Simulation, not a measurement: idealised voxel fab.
Presented below is a process module, voxel self aligned vias.
Cross-section cut: width 220 nm, square cells of 5 nm.
A cross-section in this document is a grid of square cells, and it is written down as bands, the top band listed before the ones below it; a band is made up of one or more rows of cells.
First you get the band's top height and its bottom height, in nm, and then the materials it's made of, left to right, with each width in nm. If you see a single material with "everywhere", that one covers the band edge to edge. "air" is empty space.
Height 0 is the level under which the wafer as received is all one material. The lowest band goes on downwards, as in "0..down".
Per-row width for "30 to 40": begins at first number (top row of band), ends at second number (bottom row), increment between rows held constant.
Any step labelled "stayed the same" changed none of the cells in the cross-section.
Empty spaces counting at least 8 cells and having no open way to the top are listed in "Catalogued sealed voids". The notation width x height at distance is used for each, the distance being from the left edge and all three values in nm.
It should be noted that, on the line of a given step, the content following the step's settings is a remark produced by the simulator itself with respect to that step.
"overlay nm" answers the question of how far to the right of plan the mask lay on a step that has a mask, and when it is negative the answer is to the left.

Listed below are the process steps as planned:
1) RECEIVE [material Si]
2) CONFORMAL_DEP [material SiO2] [thk nm 10]
3) CONFORMAL_DEP [material SiCN] [thk nm 5]
4) DIRECTIONAL_DEP [material SiO2] [thk nm 25]
5) MASKED_ETCH [tone open] [mask id LINES] [width nm 30] [pitch nm 60] [etch materials SiO2] [depth nm 25] [overlay nm 0]
6) CONFORMAL_DEP [material TiN] [thk nm 5]
7) FILL_DEP [material W] [thk nm 10]
8) CMP [height nm 40]
9) SELECTIVE_ETCH [etch materials W Ru TiN] [depth nm 10]
10) FILL_DEP [material SiN] [thk nm 5]
11) CMP [height nm 40]
12) DIRECTIONAL_DEP [material SiO2] [thk nm 20]
13) DIRECTIONAL_DEP [material aC] [thk nm 15]
14) PATTERN [tone open] [mask id VIAS] [material resist] [width nm 40] [pitch nm 120] [thk nm 30] [overlay nm 0]
15) DIRECTIONAL_ETCH [etch materials aC] [depth nm 15]
16) STRIP [etch materials resist]
17) DIRECTIONAL_ETCH [etch materials SiO2] [depth nm 20]
18) DIRECTIONAL_ETCH [etch materials SiN] [depth nm 10]
19) STRIP [etch materials aC]
20) CONFORMAL_DEP [material TiN] [thk nm 5]
21) FILL_DEP [material Cu] [thk nm 5]
22) CMP [height nm 60]
23) CONFORMAL_DEP [material SiN] [thk nm 5]

Cross-section of the wafer upon arrival, representing the state reached after step 1:
	0..down = Si everywhere
	Catalogued sealed voids: none

Result of the module, cross-sectioned: start per above, plan per above, one error in how it was run:
	65..60 = SiN everywhere
	60..45 = 30 nm SiO2 | 5 nm TiN | 30 nm Cu | 5 nm TiN | 80 nm SiO2 | 5 nm TiN | 30 nm Cu | 5 nm TiN | 30 nm SiO2
	45..40 = 30 nm SiO2 | 10 nm TiN | 20 nm Cu | 10 nm TiN | 80 nm SiO2 | 10 nm TiN | 20 nm Cu | 10 nm TiN | 30 nm SiO2
	40..35 = 35 nm SiO2 | 5 nm TiN | 20 nm Cu | 5 nm TiN | 30 nm SiO2 | 30 nm SiN | 30 nm SiO2 | 5 nm TiN | 20 nm Cu | 5 nm TiN | 35 nm SiO2
	35..30 = 35 nm SiO2 | 30 nm TiN | 30 nm SiO2 | 30 nm SiN | 30 nm SiO2 | 30 nm TiN | 35 nm SiO2
	30..25 = 35 nm SiO2 | 30 nm TiN | 30 nm SiO2 | 30 nm TiN | 30 nm SiO2 | 30 nm TiN | 35 nm SiO2
	25..10 = SiCN everywhere
	10..0 = SiO2 everywhere
	0..down = Si everywhere
	Catalogued sealed voids: none
In executing the process, a mistake was made relative to the plan: step 3 did not happen as planned, as run it was CONFORMAL_DEP [material SiCN] [thk nm 15]
